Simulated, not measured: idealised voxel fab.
The process module presented herein is designated voxel plated lines.
Cross-sectional view cut (width: 145 nm; square cell size: 5 nm).
Just so we're on the same page, the cross-sections are grids of square cells, and they're listed out in bands top to bottom, each band one or more rows deep. Heads up on the band format: heights come first, top then bottom, in nm. After that it's the materials left to right, each with its width in nm. A single material flagged "everywhere" fills the whole band edge to edge, and "empty" means there's empty space there. Heights are expressed relative to 0, this being the level below which the as-received wafer comprises one material exclusively. The lowest band is unbounded in the downward direction and is denoted as in "0..down". With a width like "30 to 40", each row of cells in the band differs from the next by the same amount, the top row carrying the first number and the bottom row the second. You'll sometimes find "nothing got changed" written for a step, and that's the way of saying that nowhere in the cross-section did a cell change during that step. Closed empty spaces (no open way to the top) of 8 cells or more are what "Closed-off voids" lists, each as width x height at distance from the left edge, nm for all three. Read whatever lies past the settings on a step's line as the simulator's own remark about the step. "overlay nm" denotes, for a step that has a mask, the displacement of the mask to the right of its planned place, with negative values corresponding to the left.
-- List of planned process steps
1) RECEIVE with material Si
2) CONFORMAL_DEP with material Al2O3, thk nm 10
3) DIRECTIONAL_DEP with material TiN, thk nm 5
4) PATTERN with tone open, mask id LINES, material resist, width nm 30, pitch nm 45, thk nm 20, overlay nm 0
5) EPI with material Ru, thk nm 5
6) STRIP with etch materials resist
7) DIRECTIONAL_ETCH with etch materials TiN, depth nm 5
8) CONFORMAL_DEP with material SiO2, thk nm 5
-- Wafer as received: cross-section following step 1
    0..down | Si everywhere
    Closed-off voids: none
-- End-of-module cross-section of the first of two wafers, processed as planned
    25..20 | empty=30 | SiO2=40 | empty=5 | SiO2=40 | empty=30
    20..15 | empty=30 | SiO2=5 | Ru=30 | SiO2=5 | empty=5 | SiO2=5 | Ru=30 | SiO2=5 | empty=30
    15..10 | SiO2=35 | TiN=30 | SiO2=15 | TiN=30 | SiO2=35
    10..0 | Al2O3 everywhere
    0..down | Si everywhere
    Closed-off voids: none
-- Second wafer cross-section at end of module - shared start and plan with the first, one mistake in the run
    25..20 | empty=30 | TiN=40 | empty=5 | TiN=40 | empty=30
    20..15 | empty=30 | TiN=5 | Ru=30 | TiN=5 | empty=5 | TiN=5 | Ru=30 | TiN=5 | empty=30
    15..10 | TiN everywhere
    10..0 | Al2O3 everywhere
    0..down | Si everywhere
    Closed-off voids: none
Run error: step 8 ran differently from the plan; actual operation with settings: CONFORMAL_DEP with material TiN, thk nm 5
Final tally in cells, some materials are higher or lower on the second wafer than on the first: SiO2 -37, TiN +37
